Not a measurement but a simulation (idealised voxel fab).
process module | voxel gate over fins
cross-section cut | 170 nm wide | cells 5 nm
A cross-section is a grid of square cells, given in bands from the top down. A band is one or more rows of cells.
Each band's line starts with the height of the band's top and of its bottom, in nm. Then come its materials from left to right, each with its width in nm. One material with "throughout" fills the band from edge to edge. "air" is empty space.
Height 0 is the level under which the wafer as received is all one material. The lowest band goes on downwards, as in "0 down".
A width such as "30 to 40" changes by the same amount from each row of cells to the next, from the band's top row to its bottom row.
"no change" after a step means that no cell of the cross-section changed.
closed voids: empty space of 8 cells or more with no open way to the top, each as width x height at its distance from the left edge, in nm
after a step's settings: what the simulator itself notes on the step
overlay nm, on a step with a mask: how far to the right of its planned place the mask lay; to the left if negative
plan
1 op RECEIVE | material Si
2 op CONFORMAL_DEP | material SiN | thk nm 5
3 op PATTERN | tone cover | mask id FINS | material resist | width nm 15 | pitch nm 60 | thk nm 20 | overlay nm 0
4 op DIRECTIONAL_ETCH | etch materials SiN | depth nm 5
5 op DIRECTIONAL_ETCH | etch materials Si | depth nm 40
6 op STRIP | etch materials resist
7 op OXIDIZE | depth nm 5
8 op FILL_DEP | material SiO2 | thk nm 15
9 op CMP | height nm 5
10 op DIRECTIONAL_DEP | material aC | thk nm 10
11 op PATTERN | tone open | mask id RAIL | material resist | width nm 15 | thk nm 25 | overlay nm 0
12 op DIRECTIONAL_ETCH | etch materials aC | depth nm 10
13 op STRIP | etch materials resist
14 op DIRECTIONAL_ETCH | etch materials SiO2 | depth nm 40
15 op STRIP | etch materials aC
16 op CONFORMAL_DEP | material TiN | thk nm 5
17 op FILL_DEP | material W | thk nm 10
18 op CMP | height nm 5
19 op SELECTIVE_ETCH | etch materials W Ru TiN | depth nm 20
20 op FILL_DEP | material SiO2 | thk nm 5
21 op CMP | height nm 5
22 op SELECTIVE_ETCH | etch materials SiO2 | depth nm 15
23 op STRIP | etch materials SiN
24 op CONFORMAL_DEP | material HfO2 | thk nm 5
25 op CONFORMAL_DEP | material TiN | thk nm 5
26 op FILL_DEP | material W | thk nm 15
27 op CMP | height nm 20
28 op CONFORMAL_DEP | material SiN | thk nm 10
as received, after step 1
  0 down: Si throughout
  closed voids: none
a wafer at the end: this start, this plan, one mistake
  30 to 20: SiN throughout
  20 to 10: W throughout
  10 to 5: W 10 | TiN 25 | W 35 | TiN 25 | W 35 | TiN 25 | W 15
  5 to 0: W 10 | TiN 5 | HfO2 15 | TiN 5 | W 35 | TiN 5 | HfO2 15 | TiN 5 | W 35 | TiN 5 | HfO2 15 | TiN 5 | W 15
  0 to -5: TiN 15 | HfO2 5 | Si 5 | HfO2 5 | TiN 45 | HfO2 5 | Si 5 | HfO2 5 | TiN 45 | HfO2 5 | Si 5 | HfO2 5 | TiN 20
  -5 to -10: HfO2 20 | Si 5 | HfO2 55 | Si 5 | HfO2 55 | Si 5 | HfO2 25
  -10 to -15: SiO2 20 | Si 5 | SiO2 55 | Si 5 | SiO2 55 | Si 5 | SiO2 25
  -15 to -30: W 10 | TiN 5 | SiO2 5 | Si 5 | SiO2 5 | TiN 5 | W 5 | TiN 5 | SiO2 15 | TiN 5 | W 5 | TiN 5 | SiO2 5 | Si 5 | SiO2 5 | TiN 5 | W 35 | TiN 5 | SiO2 5 | Si 5 | SiO2 5 | TiN 5 | W 15
  -30 to -35: TiN 15 | SiO2 5 | Si 5 | SiO2 5 | TiN 15 | SiO2 15 | TiN 15 | SiO2 5 | Si 5 | SiO2 5 | TiN 45 | SiO2 5 | Si 5 | SiO2 5 | TiN 20
  -35 to -45: SiO2 20 | Si 5 | SiO2 55 | Si 5 | SiO2 55 | Si 5 | SiO2 25
  -45 down: Si throughout
  closed voids: none
what went wrong: step 11 ran as: op PATTERN | tone cover | mask id RAIL | material resist | width nm 15 | thk nm 25 | overlay nm 0
